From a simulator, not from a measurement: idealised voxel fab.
Process module name: voxel self aligned contacts
Pictured: cross-section cut, 185 nm wide, on a grid of 5 nm square cells.
We lay out every cross-section as a grid of square cells and spell it out in bands from the top down, where one band means one or more rows of cells.
A band entry consists of two parts. The first gives the height of the band's top and the height of its bottom, in nm. The rest lists the band's materials from left to right, each with its width in nm. A single material labelled with the word "full width" fills the band from edge to edge, and the word "blank" marks empty space.
It should be noted that heights are counted from 0, beneath which the wafer as supplied is of one material throughout, and that the lowest band possesses no lower boundary but continues downward, as written in "0 down".
The width entry "30 to 40" should be interpreted row by row: the top row of cells in the band takes the first number, the bottom row takes the second number, and the change between adjacent rows is uniform throughout.
"no alteration" after a step means that no cell of the cross-section changed.
Under "Trapped cavities" you'll find the enclosed gaps, the ones with no way out to the top, that are 8 cells or bigger; each reads width x height at distance, with distance counted from the left edge, everything in nm.
Heads up: the bit after the settings on a step's line is the simulator's remark on that step.
Among the settings permitted on a step's line is "overlay nm"; applied to a step with a mask, it specifies the extent to which the mask lay to the right of its planned position, whereas a negative figure signifies a position to the left.
The steps planned for the process are as follows:
1: RECEIVE with material Si
2: CONFORMAL_DEP with material SiO2, thk nm 5
3: DIRECTIONAL_DEP with material polySi, thk nm 30
4: DIRECTIONAL_DEP with material SiN, thk nm 20
5: MASKED_ETCH with tone cover, mask id GATE, width nm 25, pitch nm 60, etch materials SiN, depth nm 20, overlay nm 0
6: MASKED_ETCH with tone cover, mask id GATE, width nm 25, pitch nm 60, etch materials polySi, depth nm 30, overlay nm 0
7: CONFORMAL_DEP with material SiN, thk nm 10
8: DIRECTIONAL_ETCH with etch materials SiN, depth nm 10
9: FILL_DEP with material SiO2, thk nm 10
10: CMP with height nm 60
11: DIRECTIONAL_DEP with material aC, thk nm 10
12: PATTERN with tone open, mask id CONTACT, material resist, width nm 45, thk nm 25, overlay nm 0
13: DIRECTIONAL_ETCH with etch materials aC, depth nm 10
14: STRIP with etch materials resist
15: DIRECTIONAL_ETCH with etch materials SiO2, depth nm 60
16: STRIP with etch materials aC
17: CONFORMAL_DEP with material TiN, thk nm 5
18: FILL_DEP with material Ru, thk nm 10
19: CMP with height nm 60
20: CONFORMAL_DEP with material SiCN, thk nm 5
Cross-section of the incoming wafer, state after step 1:
* 0 down  Si full width
* Trapped cavities: none
Post-module cross-section of the first of two wafers (run per plan):
* 65 to 60  SiCN full width
* 60 to 55  SiO2: 70; TiN: 20; Ru: 5; TiN: 20; SiO2: 70
* 55 to 35  SiO2: 40; SiN: 45; TiN: 5; Ru: 5; TiN: 5; SiN: 45; SiO2: 40
* 35 to 5  SiO2: 40; SiN: 10; polySi: 25; SiN: 10; TiN: 5; Ru: 5; TiN: 5; SiN: 10; polySi: 25; SiN: 10; SiO2: 40
* 5 to 0  SiO2: 85; TiN: 15; SiO2: 85
* 0 down  Si full width
* Trapped cavities: none
Cross-sectional view: second of two wafers, end of module; start and plan identical to the first, one mistake in running:
* 65 to 60  SiCN full width
* 60 to 55  SiO2: 60; TiN: 30; Ru: 5; TiN: 10; SiO2: 80
* 55 to 35  SiO2: 40; SiN: 45; TiN: 5; Ru: 5; TiN: 5; SiN: 45; SiO2: 40
* 35 to 5  SiO2: 40; SiN: 10; polySi: 25; SiN: 10; TiN: 5; Ru: 5; TiN: 5; SiN: 10; polySi: 25; SiN: 10; SiO2: 40
* 5 to 0  SiO2: 85; TiN: 15; SiO2: 85
* 0 down  Si full width
* Trapped cavities: none
Where did the run depart from the plan? it should be noted that step 12 was executed with settings other than those planned, the operation and settings actually applied being PATTERN with tone open, mask id CONTACT, material resist, width nm 45, thk nm 25, overlay nm -10
Comparing end states, the material composition by cell count is preserved from the first wafer to the second, while the locations of the cells are not.
